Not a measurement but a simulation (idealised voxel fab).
The name of this process module is voxel released beams.
The cross-section on display is named cut; it measures 270 nm wide, and its cells are 5 nm squares.
A cross-section is written here as square cells arranged in a grid, and it is given in bands from the top down, each band taking up one or more rows of cells. Top, bottom (nm), then materials left to right with widths (nm); lone material tagged "edge to edge" fills the whole band edge to edge; "empty" = empty space. We count height from 0. Below that, the starting wafer is all one material. The lowest band never ends at the bottom but goes on down; see "from 0 down" for how that is written. It should be noted that a width expressed as "30->40" varies in equal increments from row to row of cells within the band, taking the value of the first number at the top row and that of the second number at the bottom row. A step reported as "nothing different" is a step in which no cell of the cross-section changed. Entry "Closed cavities" = empty spaces >= 8 cells with no open way to the top; each as width x height at distance, distance from left edge, all nm. It should be noted that, on the line of a given step, the content following the step's settings is a remark produced by the simulator itself with respect to that step. What "overlay nm" on a step's line means: if the step has a mask, that mask lay this far to the right of its planned place, or, when the value is negative, to the left.
[The following list gives the planned process steps]
| 1 | RECEIVE (material Si) |
| 2 | CONFORMAL_DEP (material Al2O3; thk nm 5) |
| 3 | DIRECTIONAL_DEP (material SiO2; thk nm 10) |
| 4 | MASKED_ETCH (tone open; mask id ANCHOR; width nm 25; etch materials SiO2; depth nm 10; overlay nm 0) |
| 5 | CONFORMAL_DEP (material W; thk nm 10) |
| 6 | MASKED_ETCH (tone cover; mask id BEAM; width nm 105; etch materials W; depth nm 10; overlay nm 0) |
| 7 | STRIP (etch materials SiO2) |
[First wafer out of two, processed as planned]
[Wafer cross-section on receipt, i.e. after step 1]
from 0 down: Si edge to edge
Closed cavities: none
[Step 2 done - wafer cross-section]
from 5 to 0: Al2O3 edge to edge
All layers under 0 are left as they were.
[Step 3 done - wafer cross-section]
from 15 to 5: SiO2 edge to edge
All layers under 5 are left as they were.
[Step 4 done - wafer cross-section]
from 15 to 5: 85 SiO2 / 25 empty / 160 SiO2
All layers under 5 are left as they were.
[Step 5 done - wafer cross-section]
from 25 to 15: 95 W / 5 empty / 170 W
from 15 to 5: 85 SiO2 / 25 W / 160 SiO2
All layers under 5 are left as they were.
[Step 6 done - wafer cross-section]
from 25 to 15: 80 empty / 15 W / 5 empty / 85 W / 85 empty
All layers under 15 are left as they were.
[Step 7 done - wafer cross-section]
from 25 to 15: 80 empty / 15 W / 5 empty / 85 W / 85 empty
from 15 to 5: 85 empty / 25 W / 160 empty
All layers under 5 are left as they were.
[Regarding the second of the two wafers: it shared the first wafer's starting condition and process plan, yet one error occurred during its execution. Its history coincides with that of the first wafer up to and including step 1]
Second wafer, sectioned view, at step 2's planned end time: nothing different
[Second wafer, sectioned view, at step 3's planned end time]
from 10 to 0: SiO2 edge to edge
All layers under 0 are left as they were.
[Second wafer, sectioned view, at step 4's planned end time]
from 10 to 0: 85 SiO2 / 25 empty / 160 SiO2
All layers under 0 are left as they were.
[Second wafer, sectioned view, at step 5's planned end time]
from 20 to 10: 95 W / 5 empty / 170 W
from 10 to 0: 85 SiO2 / 25 W / 160 SiO2
All layers under 0 are left as they were.
[Second wafer, sectioned view, at step 6's planned end time]
from 20 to 10: 80 empty / 15 W / 5 empty / 85 W / 85 empty
All layers under 10 are left as they were.
[Second wafer, sectioned view, at step 7's planned end time]
from 20 to 10: 80 empty / 15 W / 5 empty / 85 W / 85 empty
from 10 to 0: 85 empty / 25 W / 160 empty
All layers under 0 are left as they were.
Nonconformance to the process plan: step 2 of the plan did not run at all; it was left out
Upon completion, the second wafer contains, in terms of cells, a greater or smaller amount of certain materials than the first wafer: 54 fewer of Al2O3
